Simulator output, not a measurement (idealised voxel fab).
The following is a process module called voxel ribs on slabs.
FYI the section here is cut, 145 nm wide, cells are 5 nm squares.
Bands, listed from the top down, are how a cross-section gets written in this document; the cross-section itself is a grid of square cells, and a band is one or more rows of them.
Within each band entry, the heights of the top and of the bottom of the band appear first, in that order and in nm; the materials of the band then follow from left to right, each with its corresponding width in nm. The designation "everywhere" on a single material indicates that it fills the band from edge to edge; the designation "blank" indicates empty space.
Note: height 0 marks the level under which the wafer is uniformly one material as received. Lowest band unbounded below, written "from 0 down".
Width "30 to 40": first value at the band's top row of cells, second value at its bottom row, equal change from row to row.
"all unchanged" (step): cross-section cells unchanged, all of them.
So "Fully closed voids" is basically the list of trapped voids: any empty space of 8 cells or more that can't reach the top through an opening. They're written width x height at distance, the distance being from the left edge, and it's all nm.
That trailing text on a step's line, after the settings, is the simulator's own remark on the step.
overlay nm: mask offset rightward from planned place, masked step; negative means leftward offset.

Planned step list for the process:
step 1: RECEIVE,material Si
step 2: DIRECTIONAL_DEP,material SiO2,thk nm 30
step 3: DIRECTIONAL_DEP,material polySi,thk nm 25
step 4: PATTERN,tone cover,mask id RIB,material resist,width nm 30,thk nm 15,overlay nm 0
step 5: DIRECTIONAL_ETCH,etch materials polySi,depth nm 20
step 6: STRIP,etch materials resist
step 7: DIRECTIONAL_DEP,material aC,thk nm 10
step 8: PATTERN,tone cover,mask id SLAB,material resist,width nm 80,thk nm 30,overlay nm 0
step 9: DIRECTIONAL_ETCH,etch materials aC,depth nm 10
step 10: STRIP,etch materials resist
step 11: DIRECTIONAL_ETCH,etch materials polySi,depth nm 5
step 12: STRIP,etch materials aC
step 13: FILL_DEP,material SiO2,thk nm 25
step 14: CMP,height nm 70
step 15: DIRECTIONAL_DEP,material W,thk nm 5
step 16: MASKED_ETCH,tone cover,mask id HEATER,width nm 40,etch materials W,depth nm 5,overlay nm 0
step 17: CONFORMAL_DEP,material SiN,thk nm 5

Incoming wafer in cross-section (state: after step 1):
from 0 down  Si everywhere
Fully closed voids: none

Cross-section taken at module completion on the first of two wafers; processed per the plan:
from 80 to 75  blank: 45 | SiN: 50 | blank: 50
from 75 to 70  SiN: 50 | W: 40 | SiN: 55
from 70 to 55  SiO2 everywhere
from 55 to 35  SiO2: 55 | polySi: 30 | SiO2: 60
from 35 to 30  SiO2: 30 | polySi: 80 | SiO2: 35
from 30 to 0  SiO2 everywhere
from 0 down  Si everywhere
Fully closed voids: none

Wafer two, end of module, cross-section. Same start, same plan as wafer one. One mistake in the run:
from 80 to 75  blank: 45 | SiN: 50 | blank: 50
from 75 to 70  SiN: 50 | W: 40 | SiN: 55
from 70 to 55  SiO2 everywhere
from 55 to 35  SiO2: 55 | polySi: 30 | SiO2: 60
from 35 to 30  SiO2: 40 | polySi: 80 | SiO2: 25
from 30 to 0  SiO2 everywhere
from 0 down  Si everywhere
Fully closed voids: none
Plan not followed: so step 8 ended up running with a different setting than we planned, it ran as PATTERN,tone cover,mask id SLAB,material resist,width nm 80,thk nm 30,overlay nm 10
The two final wafers agree on how many cells each material fills and disagree on which cells those are.
